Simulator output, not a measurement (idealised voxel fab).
The following is a process module called voxel transistor to metal.
FYI the section here is cut, 185 nm wide, cells are 5 nm squares.
Notation: cross-section as square-cell grid; stated in bands, top first, going down; one or more cell rows per band.
Per band: top height and bottom height in nm, followed by the left-to-right materials and their widths in nm; "throughout" marks a single material spanning edge to edge, "air" marks empty space.
Note: height 0 marks the level under which the wafer is uniformly one material as received. Lowest band unbounded below, written "top 0, no bottom".
Width spec "30->40" -> top row of cells at first value, bottom row at second value, equal per-row change in between.
"left unchanged" means the step left every cell of the cross-section as it was.
What "Sealed voids" gives you is every empty space of 8 cells or more that is cut off from the top. Each appears as width x height at distance, with the distance taken from the left edge and width, height and distance all in nm.
Step line, after settings: the simulator's comment on this step.
overlay nm: right-of-plan distance of the mask on a masked step; negative values mean left-of-plan.

Process steps foreseen in the plan:
step 1: RECEIVE [material Si]
step 2: CONFORMAL_DEP [material SiO2] [thk nm 5]
step 3: CONFORMAL_DEP [material SiN] [thk nm 15]
step 4: DIRECTIONAL_DEP [material aC] [thk nm 15]
step 5: PATTERN [tone cover] [mask id ACTIVE] [material resist] [width nm 95] [thk nm 30] [overlay nm 0]
step 6: DIRECTIONAL_ETCH [etch materials aC] [depth nm 15]
step 7: STRIP [etch materials resist]
step 8: DIRECTIONAL_ETCH [etch materials SiN] [depth nm 15]
step 9: DIRECTIONAL_ETCH [etch materials SiO2] [depth nm 5]
step 10: DIRECTIONAL_ETCH [etch materials Si] [depth nm 35]
step 11: STRIP [etch materials aC]
step 12: OXIDIZE [depth nm 5]
step 13: FILL_DEP [material SiO2] [thk nm 10]
step 14: CMP [height nm 20]
step 15: SELECTIVE_ETCH [etch materials SiO2] [depth nm 15]
step 16: STRIP [etch materials SiN]
step 17: SELECTIVE_ETCH [etch materials SiO2] [depth nm 5]
step 18: OXIDIZE [depth nm 5]
step 19: DIRECTIONAL_DEP [material polySi] [thk nm 20]
step 20: DIRECTIONAL_DEP [material SiCN] [thk nm 10]
step 21: MASKED_ETCH [tone cover] [mask id GATE] [width nm 25] [etch materials SiCN] [depth nm 20] [overlay nm 0]
step 22: MASKED_ETCH [tone cover] [mask id GATE] [width nm 25] [etch materials polySi] [depth nm 30] [overlay nm 0]
step 23: CONFORMAL_DEP [material SiN] [thk nm 5]
step 24: DIRECTIONAL_ETCH [etch materials SiN] [depth nm 5]
step 25: DIRECTIONAL_ETCH [etch materials SiO2] [depth nm 5]
step 26: DIRECTIONAL_ETCH [etch materials Si] [depth nm 10]
step 27: EPI [material SiGe] [thk nm 10]
step 28: FILL_DEP [material SiO2] [thk nm 10]
step 29: CMP [height nm 20]
step 30: STRIP [etch materials polySi]
step 31: SELECTIVE_ETCH [etch materials SiO2] [depth nm 5]
step 32: CONFORMAL_DEP [material HfO2] [thk nm 5]
step 33: CONFORMAL_DEP [material TiN] [thk nm 5]
step 34: FILL_DEP [material W] [thk nm 10]
step 35: CMP [height nm 15]
step 36: DIRECTIONAL_DEP [material SiO2] [thk nm 15]
step 37: DIRECTIONAL_DEP [material aC] [thk nm 15]
step 38: PATTERN [tone open] [mask id CONTACT] [material resist] [width nm 15] [pitch nm 70] [thk nm 35] [overlay nm 0]
step 39: DIRECTIONAL_ETCH [etch materials aC] [depth nm 15]
step 40: STRIP [etch materials resist]
step 41: DIRECTIONAL_ETCH [etch materials SiO2] [depth nm 35]
step 42: STRIP [etch materials aC]
step 43: CONFORMAL_DEP [material TiN] [thk nm 5]
step 44: FILL_DEP [material W] [thk nm 10]
step 45: CMP [height nm 30]
step 46: DIRECTIONAL_DEP [material TiN] [thk nm 5]
step 47: DIRECTIONAL_DEP [material W] [thk nm 25]
step 48: MASKED_ETCH [tone cover] [mask id METAL_1] [width nm 15] [pitch nm 70] [etch materials W] [depth nm 25] [overlay nm 0]
step 49: MASKED_ETCH [tone cover] [mask id METAL_1] [width nm 15] [pitch nm 70] [etch materials TiN] [depth nm 5] [overlay nm 0]
step 50: CONFORMAL_DEP [material SiN] [thk nm 5]
step 51: FILL_DEP [material SiO2] [thk nm 10]
step 52: CMP [height nm 60]
step 53: CONFORMAL_DEP [material SiCN] [thk nm 5]

First wafer of two (run as planned):

As received (post step 1): cross-section:
top 0, no bottom = Si throughout
Sealed voids: none

The following cross-section depicts the wafer upon completion of step 2:
top 5, bottom 0 = SiO2 throughout
All layers under 0 are left as they were.

The following cross-section depicts the wafer upon completion of step 3:
top 20, bottom 5 = SiN throughout
All layers under 5 are left as they were.

The following cross-section depicts the wafer upon completion of step 4:
top 35, bottom 20 = aC throughout
All layers under 20 are left as they were.

The following cross-section depicts the wafer upon completion of step 5:
top 65, bottom 35 = 45 air; 95 resist; 45 air
All layers under 35 are left as they were.

The following cross-section depicts the wafer upon completion of step 6:
top 50, bottom 35 = 45 air; 95 resist; 45 air
top 35, bottom 20 = 45 air; 95 aC; 45 air
All layers under 20 are left as they were.

The following cross-section depicts the wafer upon completion of step 7:
top 35, bottom 20 = 45 air; 95 aC; 45 air
All layers under 20 are left as they were.

The following cross-section depicts the wafer upon completion of step 8:
top 35, bottom 20 = 45 air; 95 aC; 45 air
top 20, bottom 5 = 45 air; 95 SiN; 45 air
All layers under 5 are left as they were.

The following cross-section depicts the wafer upon completion of step 9:
top 35, bottom 20 = 45 air; 95 aC; 45 air
top 20, bottom 5 = 45 air; 95 SiN; 45 air
top 5, bottom 0 = 45 air; 95 SiO2; 45 air
All layers under 0 are left as they were.

The following cross-section depicts the wafer upon completion of step 10:
top 35, bottom 20 = 45 air; 95 aC; 45 air
top 20, bottom 5 = 45 air; 95 SiN; 45 air
top 5, bottom 0 = 45 air; 95 SiO2; 45 air
top 0, bottom -35 = 45 air; 95 Si; 45 air
All layers under -35 are left as they were.

The following cross-section depicts the wafer upon completion of step 11:
top 20, bottom 5 = 45 air; 95 SiN; 45 air
All layers under 5 are left as they were.

The following cross-section depicts the wafer upon completion of step 12:
top 20, bottom 5 = 45 air; 95 SiN; 45 air
top 5, bottom 0 = 45 air; 95 SiO2; 45 air
top 0, bottom -35 = 45 air; 5 SiO2; 85 Si; 5 SiO2; 45 air
top -35, bottom -40 = 50 SiO2; 85 Si; 50 SiO2
All layers under -40 are left as they were.

The following cross-section depicts the wafer upon completion of step 13:
top 30, bottom 20 = SiO2 throughout
top 20, bottom 5 = 45 SiO2; 95 SiN; 45 SiO2
top 5, bottom 0 = SiO2 throughout
top 0, bottom -40 = 50 SiO2; 85 Si; 50 SiO2
All layers under -40 are left as they were.

The following cross-section depicts the wafer upon completion of step 14:
top 20, bottom 5 = 45 SiO2; 95 SiN; 45 SiO2
All layers under 5 are left as they were.

The following cross-section depicts the wafer upon completion of step 15:
top 20, bottom 5 = 45 air; 95 SiN; 45 air
All layers under 5 are left as they were.

The following cross-section depicts the wafer upon completion of step 16:
top 5, bottom 0 = SiO2 throughout
All layers under 0 are left as they were.

The following cross-section depicts the wafer upon completion of step 17:
top 0, bottom -40 = 50 SiO2; 85 Si; 50 SiO2
All layers under -40 are left as they were.

The following cross-section depicts the wafer upon completion of step 18:
top 0, bottom -5 = SiO2 throughout
All layers under -5 are left as they were.

The following cross-section depicts the wafer upon completion of step 19:
top 20, bottom 0 = polySi throughout
All layers under 0 are left as they were.

The following cross-section depicts the wafer upon completion of step 20:
top 30, bottom 20 = SiCN throughout
All layers under 20 are left as they were.

The following cross-section depicts the wafer upon completion of step 21:
top 30, bottom 20 = 80 air; 25 SiCN; 80 air
All layers under 20 are left as they were.

The following cross-section depicts the wafer upon completion of step 22:
top 30, bottom 20 = 80 air; 25 SiCN; 80 air
top 20, bottom 0 = 80 air; 25 polySi; 80 air
All layers under 0 are left as they were.

The following cross-section depicts the wafer upon completion of step 23:
top 35, bottom 30 = 75 air; 35 SiN; 75 air
top 30, bottom 20 = 75 air; 5 SiN; 25 SiCN; 5 SiN; 75 air
top 20, bottom 5 = 75 air; 5 SiN; 25 polySi; 5 SiN; 75 air
top 5, bottom 0 = 80 SiN; 25 polySi; 80 SiN
All layers under 0 are left as they were.

The following cross-section depicts the wafer upon completion of step 24:
top 30, bottom 20 = 75 air; 5 SiN; 25 SiCN; 5 SiN; 75 air
top 20, bottom 0 = 75 air; 5 SiN; 25 polySi; 5 SiN; 75 air
All layers under 0 are left as they were.

The following cross-section depicts the wafer upon completion of step 25:
top 30, bottom 20 = 75 air; 5 SiN; 25 SiCN; 5 SiN; 75 air
top 20, bottom 0 = 75 air; 5 SiN; 25 polySi; 5 SiN; 75 air
top 0, bottom -5 = 75 air; 35 SiO2; 75 air
All layers under -5 are left as they were.

The following cross-section depicts the wafer upon completion of step 26:
top 30, bottom 20 = 75 air; 5 SiN; 25 SiCN; 5 SiN; 75 air
top 20, bottom 0 = 75 air; 5 SiN; 25 polySi; 5 SiN; 75 air
top 0, bottom -5 = 75 air; 35 SiO2; 75 air
top -5, bottom -15 = 50 SiO2; 25 air; 35 Si; 25 air; 50 SiO2
All layers under -15 are left as they were.

The following cross-section depicts the wafer upon completion of step 27:
top 30, bottom 20 = 75 air; 5 SiN; 25 SiCN; 5 SiN; 75 air
top 20, bottom 5 = 75 air; 5 SiN; 25 polySi; 5 SiN; 75 air
top 5, bottom 0 = 65 air; 10 SiGe; 5 SiN; 25 polySi; 5 SiN; 10 SiGe; 65 air
top 0, bottom -5 = 65 air; 10 SiGe; 35 SiO2; 10 SiGe; 65 air
top -5, bottom -15 = 50 SiO2; 25 SiGe; 35 Si; 25 SiGe; 50 SiO2
All layers under -15 are left as they were.

The following cross-section depicts the wafer upon completion of step 28:
top 40, bottom 30 = SiO2 throughout
top 30, bottom 20 = 75 SiO2; 5 SiN; 25 SiCN; 5 SiN; 75 SiO2
top 20, bottom 5 = 75 SiO2; 5 SiN; 25 polySi; 5 SiN; 75 SiO2
top 5, bottom 0 = 65 SiO2; 10 SiGe; 5 SiN; 25 polySi; 5 SiN; 10 SiGe; 65 SiO2
top 0, bottom -5 = 65 SiO2; 10 SiGe; 35 SiO2; 10 SiGe; 65 SiO2
All layers under -5 are left as they were.

The following cross-section depicts the wafer upon completion of step 29:
top 20, bottom 5 = 75 SiO2; 5 SiN; 25 polySi; 5 SiN; 75 SiO2
All layers under 5 are left as they were.

The following cross-section depicts the wafer upon completion of step 30:
top 20, bottom 5 = 75 SiO2; 5 SiN; 25 air; 5 SiN; 75 SiO2
top 5, bottom 0 = 65 SiO2; 10 SiGe; 5 SiN; 25 air; 5 SiN; 10 SiGe; 65 SiO2
All layers under 0 are left as they were.

The following cross-section depicts the wafer upon completion of step 31:
top 20, bottom 15 = 75 air; 5 SiN; 25 air; 5 SiN; 75 air
top 15, bottom 5 = 75 SiO2; 5 SiN; 25 air; 5 SiN; 75 SiO2
top 5, bottom 0 = 65 SiO2; 10 SiGe; 5 SiN; 25 air; 5 SiN; 10 SiGe; 65 SiO2
top 0, bottom -5 = 65 SiO2; 10 SiGe; 35 air; 10 SiGe; 65 SiO2
All layers under -5 are left as they were.

The following cross-section depicts the wafer upon completion of step 32:
top 25, bottom 20 = 70 air; 15 HfO2; 15 air; 15 HfO2; 70 air
top 20, bottom 15 = 75 HfO2; 5 SiN; 5 HfO2; 15 air; 5 HfO2; 5 SiN; 75 HfO2
top 15, bottom 5 = 75 SiO2; 5 SiN; 5 HfO2; 15 air; 5 HfO2; 5 SiN; 75 SiO2
top 5, bottom 0 = 65 SiO2; 10 SiGe; 5 SiN; 5 HfO2; 15 air; 5 HfO2; 5 SiN; 10 SiGe; 65 SiO2
top 0, bottom -5 = 65 SiO2; 10 SiGe; 35 HfO2; 10 SiGe; 65 SiO2
All layers under -5 are left as they were.

The following cross-section depicts the wafer upon completion of step 33:
top 30, bottom 25 = 65 air; 25 TiN; 5 air; 25 TiN; 65 air
top 25, bottom 20 = 70 TiN; 15 HfO2; 5 TiN; 5 air; 5 TiN; 15 HfO2; 70 TiN
top 20, bottom 15 = 75 HfO2; 5 SiN; 5 HfO2; 5 TiN; 5 air; 5 TiN; 5 HfO2; 5 SiN; 75 HfO2
top 15, bottom 5 = 75 SiO2; 5 SiN; 5 HfO2; 5 TiN; 5 air; 5 TiN; 5 HfO2; 5 SiN; 75 SiO2
top 5, bottom 0 = 65 SiO2; 10 SiGe; 5 SiN; 5 HfO2; 15 TiN; 5 HfO2; 5 SiN; 10 SiGe; 65 SiO2
All layers under 0 are left as they were.

The following cross-section depicts the wafer upon completion of step 34:
top 40, bottom 30 = W throughout
top 30, bottom 25 = 65 W; 25 TiN; 5 W; 25 TiN; 65 W
top 25, bottom 20 = 70 TiN; 15 HfO2; 5 TiN; 5 W; 5 TiN; 15 HfO2; 70 TiN
top 20, bottom 15 = 75 HfO2; 5 SiN; 5 HfO2; 5 TiN; 5 W; 5 TiN; 5 HfO2; 5 SiN; 75 HfO2
top 15, bottom 5 = 75 SiO2; 5 SiN; 5 HfO2; 5 TiN; 5 W; 5 TiN; 5 HfO2; 5 SiN; 75 SiO2
All layers under 5 are left as they were.

The following cross-section depicts the wafer upon completion of step 35:
top 15, bottom 5 = 75 SiO2; 5 SiN; 5 HfO2; 5 TiN; 5 W; 5 TiN; 5 HfO2; 5 SiN; 75 SiO2
All layers under 5 are left as they were.

The following cross-section depicts the wafer upon completion of step 36:
top 30, bottom 15 = SiO2 throughout
All layers under 15 are left as they were.

The following cross-section depicts the wafer upon completion of step 37:
top 45, bottom 30 = aC throughout
All layers under 30 are left as they were.

The following cross-section depicts the wafer upon completion of step 38:
top 80, bottom 45 = 50 resist; 15 air; 55 resist; 15 air; 50 resist
All layers under 45 are left as they were.

The following cross-section depicts the wafer upon completion of step 39:
top 65, bottom 45 = 50 resist; 15 air; 55 resist; 15 air; 50 resist
top 45, bottom 30 = 50 aC; 15 air; 55 aC; 15 air; 50 aC
All layers under 30 are left as they were.

The following cross-section depicts the wafer upon completion of step 40:
top 45, bottom 30 = 50 aC; 15 air; 55 aC; 15 air; 50 aC
All layers under 30 are left as they were.

The following cross-section depicts the wafer upon completion of step 41:
top 45, bottom 30 = 50 aC; 15 air; 55 aC; 15 air; 50 aC
top 30, bottom 15 = 50 SiO2; 15 air; 55 SiO2; 15 air; 50 SiO2
top 15, bottom 5 = 50 SiO2; 15 air; 10 SiO2; 5 SiN; 5 HfO2; 5 TiN; 5 W; 5 TiN; 5 HfO2; 5 SiN; 10 SiO2; 15 air; 50 SiO2
top 5, bottom 0 = 50 SiO2; 15 air; 10 SiGe; 5 SiN; 5 HfO2; 15 TiN; 5 HfO2; 5 SiN; 10 SiGe; 15 air; 50 SiO2
top 0, bottom -5 = 50 SiO2; 15 air; 10 SiGe; 35 HfO2; 10 SiGe; 15 air; 50 SiO2
All layers under -5 are left as they were.

The following cross-section depicts the wafer upon completion of step 42:
top 30, bottom 15 = 50 SiO2; 15 air; 55 SiO2; 15 air; 50 SiO2
All layers under 15 are left as they were.

The following cross-section depicts the wafer upon completion of step 43:
top 35, bottom 30 = 55 TiN; 5 air; 65 TiN; 5 air; 55 TiN
top 30, bottom 15 = 50 SiO2; 5 TiN; 5 air; 5 TiN; 55 SiO2; 5 TiN; 5 air; 5 TiN; 50 SiO2
top 15, bottom 5 = 50 SiO2; 5 TiN; 5 air; 5 TiN; 10 SiO2; 5 SiN; 5 HfO2; 5 TiN; 5 W; 5 TiN; 5 HfO2; 5 SiN; 10 SiO2; 5 TiN; 5 air; 5 TiN; 50 SiO2
top 5, bottom 0 = 50 SiO2; 5 TiN; 5 air; 5 TiN; 10 SiGe; 5 SiN; 5 HfO2; 15 TiN; 5 HfO2; 5 SiN; 10 SiGe; 5 TiN; 5 air; 5 TiN; 50 SiO2
top 0, bottom -5 = 50 SiO2; 15 TiN; 10 SiGe; 35 HfO2; 10 SiGe; 15 TiN; 50 SiO2
All layers under -5 are left as they were.

The following cross-section depicts the wafer upon completion of step 44:
top 45, bottom 35 = W throughout
top 35, bottom 30 = 55 TiN; 5 W; 65 TiN; 5 W; 55 TiN
top 30, bottom 15 = 50 SiO2; 5 TiN; 5 W; 5 TiN; 55 SiO2; 5 TiN; 5 W; 5 TiN; 50 SiO2
top 15, bottom 5 = 50 SiO2; 5 TiN; 5 W; 5 TiN; 10 SiO2; 5 SiN; 5 HfO2; 5 TiN; 5 W; 5 TiN; 5 HfO2; 5 SiN; 10 SiO2; 5 TiN; 5 W; 5 TiN; 50 SiO2
top 5, bottom 0 = 50 SiO2; 5 TiN; 5 W; 5 TiN; 10 SiGe; 5 SiN; 5 HfO2; 15 TiN; 5 HfO2; 5 SiN; 10 SiGe; 5 TiN; 5 W; 5 TiN; 50 SiO2
All layers under 0 are left as they were.

The following cross-section depicts the wafer upon completion of step 45:
top 30, bottom 15 = 50 SiO2; 5 TiN; 5 W; 5 TiN; 55 SiO2; 5 TiN; 5 W; 5 TiN; 50 SiO2
All layers under 15 are left as they were.

The following cross-section depicts the wafer upon completion of step 46:
top 35, bottom 30 = TiN throughout
All layers under 30 are left as they were.

The following cross-section depicts the wafer upon completion of step 47:
top 60, bottom 35 = W throughout
All layers under 35 are left as they were.

The following cross-section depicts the wafer upon completion of step 48:
top 60, bottom 35 = 50 air; 15 W; 55 air; 15 W; 50 air
All layers under 35 are left as they were.

The following cross-section depicts the wafer upon completion of step 49:
top 60, bottom 35 = 50 air; 15 W; 55 air; 15 W; 50 air
top 35, bottom 30 = 50 air; 15 TiN; 55 air; 15 TiN; 50 air
All layers under 30 are left as they were.

The following cross-section depicts the wafer upon completion of step 50:
top 65, bottom 60 = 45 air; 25 SiN; 45 air; 25 SiN; 45 air
top 60, bottom 35 = 45 air; 5 SiN; 15 W; 5 SiN; 45 air; 5 SiN; 15 W; 5 SiN; 45 air
top 35, bottom 30 = 50 SiN; 15 TiN; 55 SiN; 15 TiN; 50 SiN
All layers under 30 are left as they were.

The following cross-section depicts the wafer upon completion of step 51:
top 75, bottom 65 = SiO2 throughout
top 65, bottom 60 = 45 SiO2; 25 SiN; 45 SiO2; 25 SiN; 45 SiO2
top 60, bottom 35 = 45 SiO2; 5 SiN; 15 W; 5 SiN; 45 SiO2; 5 SiN; 15 W; 5 SiN; 45 SiO2
All layers under 35 are left as they were.

The following cross-section depicts the wafer upon completion of step 52:
top 60, bottom 35 = 45 SiO2; 5 SiN; 15 W; 5 SiN; 45 SiO2; 5 SiN; 15 W; 5 SiN; 45 SiO2
All layers under 35 are left as they were.

The following cross-section depicts the wafer upon completion of step 53:
top 65, bottom 60 = SiCN throughout
All layers under 60 are left as they were.

Second Wafer (Identical Start and Plan, One Processing Error; Matches First Wafer Through Step 51):

Second wafer profile in section, at the moment step 52 of the plan was meant to be complete:
top 70, bottom 65 = SiO2 throughout
All layers under 65 are left as they were.

Second wafer profile in section, at the moment step 53 of the plan was meant to be complete:
top 75, bottom 70 = SiCN throughout
All layers under 70 are left as they were.
Here's what went sideways: step 52 deviated from plan and actually ran as CMP [height nm 70]
Materials where the second wafer ends with more or fewer cells than the first: +10 SiN | +64 SiO2
